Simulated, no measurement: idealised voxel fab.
Proc. module: voxel air gaps
250 nm wide, 5 nm square cells: that's cross-section cut.
In this document a cross-section is written as a grid of square cells. It is given as a series of bands, listed from the top down, and a band is one or more rows of cells. Read a band's entry like this: the first values are the height of its top and the height of its bottom in nm, and what follows is the sequence of materials from left to right, each with its width in nm. Note that "air" is empty space, and that a single material marked "edge to edge" reaches across the band from edge to edge. The level at which height equals 0 is the one under which the wafer, as it arrives, is entirely one material. No lower edge exists for the bottom band, which continues downward and is notated as in "0 -> down". Width: "30..40" (first number = top row, second number = bottom row, same change from row to row of cells). "same as before", as given for a step, is the statement that not any cell of the cross-section underwent a change during that step. Each empty space that has no open way to the top and spans at least 8 cells appears under "Trapped voids" as width x height at distance, the distance counted from the left edge, all in nm. Note: text after step settings on the step line = simulator remark on that step. "overlay nm" answers the question of how far to the right of plan the mask lay on a step that has a mask, and when it is negative the answer is to the left.
## Process steps foreseen in the plan
1,RECEIVE, material Si
2,CONFORMAL_DEP, material SiO2, thk nm 15
3,CONFORMAL_DEP, material SiCN, thk nm 5
4,DIRECTIONAL_DEP, material SiO2, thk nm 30
5,MASKED_ETCH, tone open, mask id LINES, width nm 20, pitch nm 50, etch materials SiO2, depth nm 30, overlay nm -15
6,CONFORMAL_DEP, material TiN, thk nm 5
7,FILL_DEP, material W, thk nm 10
8,CMP, height nm 50
9,EPI, material Ru, thk nm 10
10,SELECTIVE_ETCH, etch materials SiO2, depth nm 40
11,CONFORMAL_DEP, material SiCN, thk nm 5
The wafers in this document start out alike and differ in the overlay nm applied at step 5; the plan shows the value used for the first wafer.
## Incoming state of the first of several wafers in cross-section: after step 1
* 0 -> down: Si edge to edge
* Trapped voids: none
## Per wafer, end of module: cells gained (+) or lost (-) per material since receipt, then closed voids
overlay nm -15, +64 Ru, +196 SiCN, +150 SiO2, +56 TiN, +40 W, Trapped voids: 20 x 20 at 50; 20 x 20 at 100; 20 x 20 at 150
overlay nm -10, +64 Ru, +196 SiCN, +150 SiO2, +56 TiN, +40 W, Trapped voids: 20 x 20 at 55; 20 x 20 at 105; 20 x 20 at 155
overlay nm -5, +64 Ru, +196 SiCN, +150 SiO2, +56 TiN, +40 W, Trapped voids: 20 x 20 at 60; 20 x 20 at 110; 20 x 20 at 160
overlay nm 0, +64 Ru, +196 SiCN, +150 SiO2, +56 TiN, +40 W, Trapped voids: 20 x 20 at 65; 20 x 20 at 115; 20 x 20 at 165
overlay nm 5, +64 Ru, +196 SiCN, +150 SiO2, +56 TiN, +40 W, Trapped voids: 20 x 20 at 70; 20 x 20 at 120; 20 x 20 at 170
overlay nm 10, +64 Ru, +196 SiCN, +150 SiO2, +56 TiN, +40 W, Trapped voids: 20 x 20 at 75; 20 x 20 at 125; 20 x 20 at 175
overlay nm 15, +64 Ru, +196 SiCN, +150 SiO2, +56 TiN, +40 W, Trapped voids: 20 x 20 at 80; 20 x 20 at 130; 20 x 20 at 180
